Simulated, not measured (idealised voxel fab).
Herein follows the process module entitled voxel ribs on slabs.
Displayed cross-section: cut, width of 220 nm, square cells sized 5 nm.
Cross-section = grid of square cells, listed top down in bands; band = one or more rows.
Heads up on the band format: heights come first, top then bottom, in nm. After that it's the materials left to right, each with its width in nm. A single material flagged "all across" fills the whole band edge to edge, and "air" means there's empty space there.
Zero point of the height axis is 0; under it, received wafer = one material. Lowest band: continues down indefinitely, "0..down".
Width "30..40": first value at the band's top row of cells, second value at its bottom row, equal change from row to row.
The cross-section has no changed cell in any step marked "everything unchanged".
"Voids, enclosed" - sealed voids, min. 8 cells, no opening to top; format: width x height at distance (distance from left edge; nm throughout).
On a step's line, text after the settings is the simulator commenting on that step.
The "overlay nm" setting may appear on a step's line; for a step that uses a mask, it gives how far to the right of its planned position the mask lay, and a negative value indicates the left.

## The planned process steps are enumerated hereunder
1: RECEIVE: material Si
2: DIRECTIONAL_DEP: material SiO2, thk nm 30
3: DIRECTIONAL_DEP: material polySi, thk nm 15
4: PATTERN: tone cover, mask id RIB, material resist, width nm 20, thk nm 15, overlay nm 0
5: DIRECTIONAL_ETCH: etch materials polySi, depth nm 10
6: STRIP: etch materials resist
7: MASKED_ETCH: tone cover, mask id SLAB, width nm 70, etch materials polySi, depth nm 5, overlay nm 0
8: FILL_DEP: material SiO2, thk nm 15
9: CMP: height nm 55
10: DIRECTIONAL_DEP: material TiN, thk nm 5
11: DIRECTIONAL_DEP: material aC, thk nm 15
12: PATTERN: tone cover, mask id HEATER, material resist, width nm 30, thk nm 35, overlay nm 0
13: DIRECTIONAL_ETCH: etch materials aC, depth nm 15
14: STRIP: etch materials resist
15: DIRECTIONAL_ETCH: etch materials TiN, depth nm 5
16: STRIP: etch materials aC
17: CONFORMAL_DEP: material SiO2, thk nm 5

## Cross-section: wafer on arrival = after step 1
- 0..down = Si all across
- Voids, enclosed: none

## Post-module cross-section: identical start and plan to those above, one misstep in execution
- 65..60 = air (90) / SiO2 (40) / air (90)
- 60..55 = SiO2 (95) / TiN (30) / SiO2 (95)
- 55..45 = SiO2 all across
- 45..35 = SiO2 (110) / polySi (20) / SiO2 (90)
- 35..30 = SiO2 (75) / polySi (70) / SiO2 (75)
- 30..0 = SiO2 all across
- 0..down = Si all across
- Voids, enclosed: none
Nonconformance to the process plan: step 4 was run on a setting that differed from the plan, and what really ran there is PATTERN: tone cover, mask id RIB, material resist, width nm 20, thk nm 15, overlay nm 10
